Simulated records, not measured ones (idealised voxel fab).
The name of this process module is voxel air gaps.
Section cut is 185 nm wide and gridded with 5 nm square cells.
When this document writes out a cross-section, it uses a grid of square cells and lists it as bands, beginning at the top and moving down, with a band standing for one or more rows of cells. First you get the band's top height and its bottom height, in nm, and then the materials it's made of, left to right, with each width in nm. If you see a single material with "everywhere", that one covers the band edge to edge. "empty" is empty space. The reference from which all heights are counted is 0, the level beneath which the as-received wafer is entirely one material; the lowest band, having no lower bound, proceeds downward and is written after the example "0..down". The notation "30 to 40" denotes a width that varies across the rows of cells in the band, beginning at the first number in the top row, finishing at the second number in the bottom row, and changing by an identical amount from each row to the next. It should be understood that the words "nothing changed", when stated for a given step, signify that the cross-section underwent no change in any of its cells during that step. The list in "Enclosed cavity list" covers empty spaces of 8 cells or more that cannot reach the top through any open way, and it gives each as width x height at distance; the distance is from the left edge, and width, height and distance are in nm. Text after the settings on a step's line: the simulator's own remark on that step. overlay nm, on a step with a mask: how far to the right of its planned place the mask lay; to the left if negative.
These are the steps we planned for the process
1) RECEIVE (material Si)
2) CONFORMAL_DEP (material SiO2; thk nm 10)
3) CONFORMAL_DEP (material SiN; thk nm 5)
4) DIRECTIONAL_DEP (material lowk; thk nm 40)
5) PATTERN (tone open; mask id LINES; material resist; width nm 15; pitch nm 40; thk nm 15; overlay nm 0)
6) DIRECTIONAL_ETCH (etch materials lowk; depth nm 40)
7) STRIP (etch materials resist)
8) CONFORMAL_DEP (material TiN; thk nm 5)
9) FILL_DEP (material Ru; thk nm 10)
10) CMP (height nm 55)
11) EPI (material Ru; thk nm 10)
12) SELECTIVE_ETCH (etch materials lowk; depth nm 50)
13) CONFORMAL_DEP (material SiCN; thk nm 5)
First wafer, two in total, run as planned
Incoming wafer in cross-section (state: after step 1)
0..down: Si everywhere
Enclosed cavity list: none
After step 2: wafer cross-section
10..0: SiO2 everywhere
Heights below 0 show no change.
After step 3: wafer cross-section
15..10: SiN everywhere
Heights below 10 show no change.
After step 4: wafer cross-section
55..15: lowk everywhere
Heights below 15 show no change.
After step 5: wafer cross-section
70..55: resist (45) | empty (15) | resist (25) | empty (15) | resist (25) | empty (15) | resist (45)
Heights below 55 show no change.
After step 6: wafer cross-section
70..55: resist (45) | empty (15) | resist (25) | empty (15) | resist (25) | empty (15) | resist (45)
55..15: lowk (45) | empty (15) | lowk (25) | empty (15) | lowk (25) | empty (15) | lowk (45)
Heights below 15 show no change.
After step 7: wafer cross-section
55..15: lowk (45) | empty (15) | lowk (25) | empty (15) | lowk (25) | empty (15) | lowk (45)
Heights below 15 show no change.
After step 8: wafer cross-section
60..55: TiN (50) | empty (5) | TiN (35) | empty (5) | TiN (35) | empty (5) | TiN (50)
55..20: lowk (45) | TiN (5) | empty (5) | TiN (5) | lowk (25) | TiN (5) | empty (5) | TiN (5) | lowk (25) | TiN (5) | empty (5) | TiN (5) | lowk (45)
20..15: lowk (45) | TiN (15) | lowk (25) | TiN (15) | lowk (25) | TiN (15) | lowk (45)
Heights below 15 show no change.
After step 9: wafer cross-section
70..60: Ru everywhere
60..55: TiN (50) | Ru (5) | TiN (35) | Ru (5) | TiN (35) | Ru (5) | TiN (50)
55..20: lowk (45) | TiN (5) | Ru (5) | TiN (5) | lowk (25) | TiN (5) | Ru (5) | TiN (5) | lowk (25) | TiN (5) | Ru (5) | TiN (5) | lowk (45)
Heights below 20 show no change.
After step 10: wafer cross-section
55..20: lowk (45) | TiN (5) | Ru (5) | TiN (5) | lowk (25) | TiN (5) | Ru (5) | TiN (5) | lowk (25) | TiN (5) | Ru (5) | TiN (5) | lowk (45)
Heights below 20 show no change.
After step 11: wafer cross-section
65..55: empty (35) | Ru (35) | empty (5) | Ru (35) | empty (5) | Ru (35) | empty (35)
Heights below 55 show no change.
After step 12: wafer cross-section
65..55: empty (35) | Ru (35) | empty (5) | Ru (35) | empty (5) | Ru (35) | empty (35)
55..20: empty (45) | TiN (5) | Ru (5) | TiN (5) | empty (25) | TiN (5) | Ru (5) | TiN (5) | empty (25) | TiN (5) | Ru (5) | TiN (5) | empty (45)
20..15: empty (45) | TiN (15) | empty (25) | TiN (15) | empty (25) | TiN (15) | empty (45)
Heights below 15 show no change.
After step 13: wafer cross-section
70..65: empty (30) | SiCN (125) | empty (30)
65..55: empty (30) | SiCN (5) | Ru (35) | SiCN (5) | Ru (35) | SiCN (5) | Ru (35) | SiCN (5) | empty (30)
55..50: empty (30) | SiCN (15) | TiN (5) | Ru (5) | TiN (5) | SiCN (25) | TiN (5) | Ru (5) | TiN (5) | SiCN (25) | TiN (5) | Ru (5) | TiN (5) | SiCN (15) | empty (30)
50..20: empty (40) | SiCN (5) | TiN (5) | Ru (5) | TiN (5) | SiCN (5) | empty (15) | SiCN (5) | TiN (5) | Ru (5) | TiN (5) | SiCN (5) | empty (15) | SiCN (5) | TiN (5) | Ru (5) | TiN (5) | SiCN (5) | empty (40)
20..15: SiCN (45) | TiN (15) | SiCN (25) | TiN (15) | SiCN (25) | TiN (15) | SiCN (45)
Heights below 15 show no change.
Enclosed cavity list: 15 x 30 at 65; 15 x 30 at 105
The second wafer was prepared from the same starting point and under the same plan as the first; its processing contained one mistake, and it remains indistinguishable from the first wafer up to and including step 9
Cross-section, second wafer, at the end time the plan gives for step 10
50..20: lowk (45) | TiN (5) | Ru (5) | TiN (5) | lowk (25) | TiN (5) | Ru (5) | TiN (5) | lowk (25) | TiN (5) | Ru (5) | TiN (5) | lowk (45)
Heights below 20 show no change.
Cross-section, second wafer, at the end time the plan gives for step 11
60..50: empty (35) | Ru (35) | empty (5) | Ru (35) | empty (5) | Ru (35) | empty (35)
Heights below 50 show no change.
Cross-section, second wafer, at the end time the plan gives for step 12
60..50: empty (35) | Ru (35) | empty (5) | Ru (35) | empty (5) | Ru (35) | empty (35)
50..20: empty (45) | TiN (5) | Ru (5) | TiN (5) | empty (25) | TiN (5) | Ru (5) | TiN (5) | empty (25) | TiN (5) | Ru (5) | TiN (5) | empty (45)
20..15: empty (45) | TiN (15) | empty (25) | TiN (15) | empty (25) | TiN (15) | empty (45)
Heights below 15 show no change.
Cross-section, second wafer, at the end time the plan gives for step 13
65..60: empty (30) | SiCN (125) | empty (30)
60..50: empty (30) | SiCN (5) | Ru (35) | SiCN (5) | Ru (35) | SiCN (5) | Ru (35) | SiCN (5) | empty (30)
50..45: empty (30) | SiCN (15) | TiN (5) | Ru (5) | TiN (5) | SiCN (25) | TiN (5) | Ru (5) | TiN (5) | SiCN (25) | TiN (5) | Ru (5) | TiN (5) | SiCN (15) | empty (30)
45..20: empty (40) | SiCN (5) | TiN (5) | Ru (5) | TiN (5) | SiCN (5) | empty (15) | SiCN (5) | TiN (5) | Ru (5) | TiN (5) | SiCN (5) | empty (15) | SiCN (5) | TiN (5) | Ru (5) | TiN (5) | SiCN (5) | empty (40)
20..15: SiCN (45) | TiN (15) | SiCN (25) | TiN (15) | SiCN (25) | TiN (15) | SiCN (45)
Heights below 15 show no change.
Enclosed cavity list: 15 x 25 at 65; 15 x 25 at 105
Run error: in deviation from the planned setting, step 10 was conducted as CMP (height nm 50)
Materials where the second wafer ends with more or fewer cells than the first: Ru -3 | SiCN -6 | TiN -6
